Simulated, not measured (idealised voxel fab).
Herein follows the process module entitled voxel wiring stack.
Xsec cut, 250 nm wide, square cell size 5 nm.
We lay out every cross-section as a grid of square cells and spell it out in bands from the top down, where one band means one or more rows of cells. First you get the band's top height and its bottom height, in nm, and then the materials it's made of, left to right, with each width in nm. If you see a single material with "full width", that one covers the band edge to edge. "air" is empty space. Basically, 0 is our baseline, since under it the wafer straight out of the box is all one material. The bottom band has no lower end and keeps on going down, so it looks like "0 nm and below". You'd read "30..40" like this: the band's top row of cells is as wide as the first number, its bottom row is as wide as the second, and going down, every row changes width by the same amount as the row before did. Step marked "left unchanged"? Then no cell in the cross-section changed in it. Reported under the label "Sealed cavities" are the empty spaces having no open way to the top and comprising 8 cells or more; the notation for each is width x height at distance, in which the distance is measured from the left edge and all three values are in nm. On a step's line, text after the settings is the simulator commenting on that step. The setting "overlay nm" may be written on the line of a step. When the step uses a mask, the value reports how far to the right of the planned place the mask lay, and a negative value reports that it lay to the left.

-- Below is the list of planned process steps
1 RECEIVE [material Si]
2 CONFORMAL_DEP [material SiO2] [thk nm 10]
3 DIRECTIONAL_DEP [material TiN] [thk nm 5]
4 DIRECTIONAL_DEP [material W] [thk nm 25]
5 PATTERN [tone cover] [mask id METAL_1] [material resist] [width nm 30] [pitch nm 55] [thk nm 20] [overlay nm 0]
6 DIRECTIONAL_ETCH [etch materials W] [depth nm 25]
7 DIRECTIONAL_ETCH [etch materials TiN] [depth nm 5]
8 STRIP [etch materials resist]
9 CONFORMAL_DEP [material SiN] [thk nm 5]
10 FILL_DEP [material SiO2] [thk nm 10]
11 CMP [height nm 40]
12 CONFORMAL_DEP [material SiCN] [thk nm 5]
13 DIRECTIONAL_DEP [material SiO2] [thk nm 30]
14 PATTERN [tone open] [mask id METAL_2_HOLES] [material resist] [width nm 15] [pitch nm 55] [thk nm 20] [overlay nm 0]
15 DIRECTIONAL_ETCH [etch materials SiO2] [depth nm 30]
16 STRIP [etch materials resist]
17 PATTERN [tone open] [mask id METAL_2] [material resist] [width nm 30] [pitch nm 55] [thk nm 20] [overlay nm 0]
18 DIRECTIONAL_ETCH [etch materials SiO2] [depth nm 20]
19 DIRECTIONAL_ETCH [etch materials SiCN] [depth nm 5]
20 STRIP [etch materials resist]
21 CONFORMAL_DEP [material TiN] [thk nm 5]
22 FILL_DEP [material Ru] [thk nm 5]
23 CMP [height nm 75]
24 CONFORMAL_DEP [material SiCN] [thk nm 5]
25 DIRECTIONAL_DEP [material SiO2] [thk nm 35]
26 MASKED_ETCH [tone open] [mask id METAL_3_HOLES] [width nm 15] [pitch nm 55] [etch materials SiO2] [depth nm 35] [overlay nm 0]
27 MASKED_ETCH [tone open] [mask id METAL_3] [width nm 30] [pitch nm 55] [etch materials SiO2] [depth nm 20] [overlay nm 0]
28 MASKED_ETCH [tone open] [mask id METAL_3] [width nm 30] [pitch nm 55] [etch materials SiCN] [depth nm 5] [overlay nm 0]
29 CONFORMAL_DEP [material TiN] [thk nm 5]
30 FILL_DEP [material Cu] [thk nm 10]
31 CMP [height nm 115]
32 CONFORMAL_DEP [material SiCN] [thk nm 5]

-- As-received state of the wafer in cross-section, equivalent to post-step 1
    0 nm and below | Si full width
    Sealed cavities: none

-- Final wafer profile in cross-section after the module, from the same start and plan as above, with one mistake made during processing
    135 nm to 130 nm | SiCN full width
    130 nm to 120 nm | Cu full width
    120 nm to 115 nm | 85 of TiN  20 of Cu  35 of TiN  20 of Cu  90 of TiN
    115 nm to 100 nm | 80 of SiO2  5 of TiN  20 of Cu  5 of TiN  25 of SiO2  5 of TiN  20 of Cu  5 of TiN  85 of SiO2
    100 nm to 95 nm | 80 of SiO2  5 of TiN  5 of Cu  20 of TiN  25 of SiO2  5 of TiN  5 of Cu  20 of TiN  85 of SiO2
    95 nm to 80 nm | 80 of SiO2  5 of TiN  5 of Cu  5 of TiN  40 of SiO2  5 of TiN  5 of Cu  5 of TiN  100 of SiO2
    80 nm to 75 nm | 80 of SiCN  15 of TiN  40 of SiCN  15 of TiN  100 of SiCN
    75 nm to 60 nm | 80 of SiO2  5 of TiN  20 of Ru  5 of TiN  25 of SiO2  5 of TiN  20 of Ru  5 of TiN  85 of SiO2
    60 nm to 55 nm | 80 of SiO2  5 of TiN  5 of Ru  20 of TiN  25 of SiO2  5 of TiN  5 of Ru  20 of TiN  85 of SiO2
    55 nm to 45 nm | 80 of SiO2  5 of TiN  5 of Ru  5 of TiN  40 of SiO2  5 of TiN  5 of Ru  5 of TiN  100 of SiO2
    45 nm to 40 nm | 80 of SiCN  15 of TiN  40 of SiCN  15 of TiN  100 of SiCN
    40 nm to 15 nm | 75 of SiO2  5 of SiN  30 of W  5 of SiN  15 of SiO2  5 of SiN  30 of W  5 of SiN  80 of SiO2
    15 nm to 10 nm | 80 of SiN  30 of TiN  25 of SiN  30 of TiN  85 of SiN
    10 nm to 0 nm | SiO2 full width
    0 nm and below | Si full width
    Sealed cavities: none
Deviation noted in wafer processing: step 31 of the plan was omitted and not executed
